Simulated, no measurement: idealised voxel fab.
Title: Process Module voxel ribs on slabs
It is cross-section cut that appears here, measuring 180 nm in width, its square cells being 5 nm in size.
A cross-section is a grid of square cells, given in bands from the top down. A band is one or more rows of cells. Top height, bottom height, nm. Materials left to right, width each, nm. Single material + "everywhere" = fills band edge to edge. "blank" = empty. Below 0: as-received wafer, all one material; heights counted from there. Lowest band: no bottom, goes on down, written "from 0 down". A width such as "30->40" changes by the same amount from each row of cells to the next, from the band's top row to its bottom row. Take "no alteration" at face value: in the step it is given for, the cross-section changed in none of its cells. So "Enclosed void list" is basically the list of trapped voids: any empty space of 8 cells or more that can't reach the top through an opening. They're written width x height at distance, the distance being from the left edge, and it's all nm. If you see something after the settings on a step's line, that's the simulator's own remark about that step. "overlay nm" on a masked step: distance the mask lay right of its planned place, negative for left.

## The planned process steps are enumerated hereunder
- 1: RECEIVE | material Si
- 2: DIRECTIONAL_DEP | material SiO2 | thk nm 30
- 3: DIRECTIONAL_DEP | material SiN | thk nm 25
- 4: DIRECTIONAL_DEP | material aC | thk nm 15
- 5: PATTERN | tone cover | mask id RIB | material resist | width nm 25 | thk nm 35 | overlay nm 0
- 6: DIRECTIONAL_ETCH | etch materials aC | depth nm 15
- 7: STRIP | etch materials resist
- 8: DIRECTIONAL_ETCH | etch materials SiN | depth nm 5
- 9: STRIP | etch materials aC
- 10: PATTERN | tone cover | mask id SLAB | material resist | width nm 65 | thk nm 15 | overlay nm 0
- 11: DIRECTIONAL_ETCH | etch materials SiN | depth nm 20
- 12: STRIP | etch materials resist
- 13: FILL_DEP | material SiO2 | thk nm 25
- 14: CMP | height nm 75
- 15: DIRECTIONAL_DEP | material TiN | thk nm 10
- 16: MASKED_ETCH | tone cover | mask id HEATER | width nm 35 | etch materials TiN | depth nm 10 | overlay nm 0
- 17: CONFORMAL_DEP | material SiN | thk nm 10

## As-received wafer cross-section (after step 1)
from 0 down | Si everywhere
Enclosed void list: none

## End state of the module in cross-section, given the above starting point and plan and one mistake in execution
from 95 to 85 | SiN=80, blank=15, SiN=85
from 85 to 75 | TiN=70, SiN=35, TiN=75
from 75 to 55 | SiO2 everywhere
from 55 to 50 | SiO2=75, SiN=25, SiO2=80
from 50 to 30 | SiO2=55, SiN=65, SiO2=60
from 30 to 0 | SiO2 everywhere
from 0 down | Si everywhere
Enclosed void list: none
Nonconformance to the process plan: step 16 was not run as planned; what actually ran was MASKED_ETCH | tone open | mask id HEATER | width nm 35 | etch materials TiN | depth nm 10 | overlay nm 0
